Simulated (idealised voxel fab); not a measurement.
process module | voxel self aligned vias
cross-section cut | 300 nm wide | cells 5 nm
A cross-section is a grid of square cells, given in bands from the top down. A band is one or more rows of cells.
Each band's line starts with the height of the band's top and of its bottom, in nm. Then come its materials from left to right, each with its width in nm. One material with "throughout" fills the band from edge to edge. "air" is empty space.
Height 0 is the level under which the wafer as received is all one material. The lowest band goes on downwards, as in "0 down".
A width such as "30 to 40" changes by the same amount from each row of cells to the next, from the band's top row to its bottom row.
"no change" after a step means that no cell of the cross-section changed.
closed voids: empty space of 8 cells or more with no open way to the top, each as width x height at its distance from the left edge, in nm
after a step's settings: what the simulator itself notes on the step
overlay nm, on a step with a mask: how far to the right of its planned place the mask lay; to the left if negative
plan
1 op RECEIVE | material Si
2 op CONFORMAL_DEP | material SiO2 | thk nm 15
3 op CONFORMAL_DEP | material SiCN | thk nm 5
4 op DIRECTIONAL_DEP | material lowk | thk nm 30
5 op MASKED_ETCH | tone open | mask id LINES | width nm 20 | pitch nm 60 | etch materials lowk | depth nm 30 | overlay nm 0
6 op CONFORMAL_DEP | material TiN | thk nm 5
7 op FILL_DEP | material Ru | thk nm 10
8 op CMP | height nm 50
9 op SELECTIVE_ETCH | etch materials W Ru TiN | depth nm 5
10 op FILL_DEP | material SiN | thk nm 10
11 op CMP | height nm 50
12 op DIRECTIONAL_DEP | material lowk | thk nm 20
13 op MASKED_ETCH | tone open | mask id VIAS | width nm 30 | pitch nm 60 | etch materials lowk | depth nm 20 | overlay nm 0
14 op MASKED_ETCH | tone open | mask id VIAS | width nm 30 | pitch nm 60 | etch materials SiN | depth nm 5 | overlay nm 0
15 op CONFORMAL_DEP | material TiN | thk nm 5
16 op FILL_DEP | material Cu | thk nm 10
17 op CMP | height nm 70
18 op CONFORMAL_DEP | material SiN | thk nm 5
as received, after step 1
  0 down: Si throughout
  closed voids: none
a wafer at the end: this start, this plan, one mistake
  75 to 70: SiN throughout
  70 to 50: lowk 75 | TiN 5 | lowk 20 | TiN 5 | lowk 30 | TiN 5 | lowk 20 | TiN 5 | lowk 30 | TiN 5 | lowk 20 | TiN 5 | lowk 75
  50 to 45: lowk 80 | SiN 20 | lowk 40 | SiN 20 | lowk 40 | SiN 20 | lowk 80
  45 to 25: lowk 80 | TiN 5 | Ru 10 | TiN 5 | lowk 40 | TiN 5 | Ru 10 | TiN 5 | lowk 40 | TiN 5 | Ru 10 | TiN 5 | lowk 80
  25 to 20: lowk 80 | TiN 20 | lowk 40 | TiN 20 | lowk 40 | TiN 20 | lowk 80
  20 to 15: SiCN throughout
  15 to 0: SiO2 throughout
  0 down: Si throughout
  closed voids: none
what went wrong: steps 12 and 13 were swapped
